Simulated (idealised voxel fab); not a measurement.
The following is a process module called voxel capacitor over wiring.
245 nm wide, 5 nm square cells: that's cross-section cut.
Cross-section layout: square cells on a grid; listed as bands, top to bottom; a band spans one or more cell rows.
What a band's entry tells you: where the top is and where the bottom is, as heights in nm, and after that what lies inside, material by material from left to right, each with its width in nm. Empty space is written as the word "air", and a single material marked with the word "edge to edge" occupies the band from edge to edge.
Counting heights begins at 0, where everything beneath is, in the wafer as received, one material. The lowest band has no bottom; it goes on downwards, as "0 nm and below" shows.
A width given as "30->40" starts at the first number in the band's top row and ends at the second number in its bottom row, shifting by an equal amount at every step from row to row.
When a step is marked "remained unchanged", none of the cells in the cross-section changed during that step.
"Closed void inventory": sealed empty spaces, 8 cells or more, no open way to top, listed width x height at distance, with distance from the left edge and width, height and distance in nm.
Text after the settings on a step's line: the simulator's own remark on that step.
overlay nm: where the mask lay relative to plan, measured to the right, on steps with a mask; negatives go left.

Process steps - plan
| 1 | RECEIVE | material Si |
| 2 | CONFORMAL_DEP | material SiO2 | thk nm 15 |
| 3 | DIRECTIONAL_DEP | material TiN | thk nm 5 |
| 4 | DIRECTIONAL_DEP | material W | thk nm 15 |
| 5 | MASKED_ETCH | tone cover | mask id METAL_1 | width nm 20 | pitch nm 85 | etch materials W | depth nm 15 | overlay nm 0 |
| 6 | MASKED_ETCH | tone cover | mask id METAL_1 | width nm 20 | pitch nm 85 | etch materials TiN | depth nm 5 | overlay nm 0 |
| 7 | CONFORMAL_DEP | material SiN | thk nm 5 |
| 8 | FILL_DEP | material lowk | thk nm 10 |
| 9 | CMP | height nm 35 |
| 10 | CONFORMAL_DEP | material SiCN | thk nm 5 |
| 11 | DIRECTIONAL_DEP | material lowk | thk nm 20 |
| 12 | MASKED_ETCH | tone open | mask id PLUG_1 | width nm 15 | etch materials lowk | depth nm 20 | overlay nm 0 |
| 13 | MASKED_ETCH | tone open | mask id PLUG_1 | width nm 15 | etch materials SiCN | depth nm 5 | overlay nm 0 |
| 14 | EPI | material Ru | thk nm 10 |
| 15 | EPI | material Ru | thk nm 10 |
| 16 | EPI | material Ru | thk nm 5 |
| 17 | DIRECTIONAL_DEP | material TiN | thk nm 5 |
| 18 | DIRECTIONAL_DEP | material Al2O3 | thk nm 5 |
| 19 | DIRECTIONAL_DEP | material TiN | thk nm 5 |
| 20 | PATTERN | tone cover | mask id UPPER_PLATE | material resist | width nm 70 | thk nm 15 | overlay nm 0 |
| 21 | DIRECTIONAL_ETCH | etch materials TiN | depth nm 5 |
| 22 | DIRECTIONAL_ETCH | etch materials Al2O3 | depth nm 5 |
| 23 | STRIP | etch materials resist |
| 24 | PATTERN | tone cover | mask id LOWER_PLATE | material resist | width nm 80 | thk nm 20 | overlay nm 0 |
| 25 | DIRECTIONAL_ETCH | etch materials TiN | depth nm 5 |
| 26 | STRIP | etch materials resist |
| 27 | FILL_DEP | material SiO2 | thk nm 20 |
| 28 | CMP | height nm 90 |
| 29 | MASKED_ETCH | tone open | mask id PLUG_2 | width nm 15 | etch materials SiO2 | depth nm 15 | overlay nm 0 |
| 30 | CONFORMAL_DEP | material TiN | thk nm 5 |
| 31 | FILL_DEP | material Ru | thk nm 10 |
| 32 | CMP | height nm 90 |
| 33 | CONFORMAL_DEP | material SiN | thk nm 5 |

As received, after step 1
0 nm and below = Si edge to edge
Closed void inventory: none

End-of-module cross-section of the first of two wafers, processed as planned
95 nm to 90 nm = SiN edge to edge
90 nm to 80 nm = SiO2=85, TiN=5, Ru=5, TiN=5, SiO2=145
80 nm to 70 nm = SiO2=85->75, TiN=15->70, SiO2=145->100
70 nm to 65 nm = SiO2=75, Al2O3=70, SiO2=100
65 nm to 60 nm = SiO2=70, TiN=80, SiO2=95
60 nm to 40 nm = lowk=75, Ru=15, lowk=155
40 nm to 35 nm = SiCN=75, Ru=15, SiCN=155
35 nm to 20 nm = lowk=65, SiN=5, W=20, SiN=5, lowk=55, SiN=5, W=20, SiN=5, lowk=65
20 nm to 15 nm = SiN=70, TiN=20, SiN=65, TiN=20, SiN=70
15 nm to 0 nm = SiO2 edge to edge
0 nm and below = Si edge to edge
Closed void inventory: none

End-of-module cross-section of the second wafer: identical starting point and process plan to the first, with one processing mistake
95 nm to 90 nm = SiN edge to edge
90 nm to 80 nm = SiO2=85->75, TiN=15->25, SiO2=145
80 nm to 75 nm = SiO2=75, Al2O3=25, SiO2=145
75 nm to 70 nm = SiO2=70, TiN=75, SiO2=100
70 nm to 65 nm = SiO2=65, Ru=35, Al2O3=45, SiO2=100
65 nm to 60 nm = SiO2=65, Ru=35, TiN=50, SiO2=95
60 nm to 40 nm = lowk=75, Ru=15, lowk=155
40 nm to 35 nm = SiCN=75, Ru=15, SiCN=155
35 nm to 20 nm = lowk=65, SiN=5, W=20, SiN=5, lowk=55, SiN=5, W=20, SiN=5, lowk=65
20 nm to 15 nm = SiN=70, TiN=20, SiN=65, TiN=20, SiN=70
15 nm to 0 nm = SiO2 edge to edge
0 nm and below = Si edge to edge
Closed void inventory: none
In executing the process, a mistake was made relative to the plan: one of the steps 14 and 15, which are alike, was run twice
Once processing is complete, comparing cell counts shows that the second wafer has more or fewer of certain materials than the first: Ru: 12 more, SiO2: 8 fewer, TiN: 4 fewer
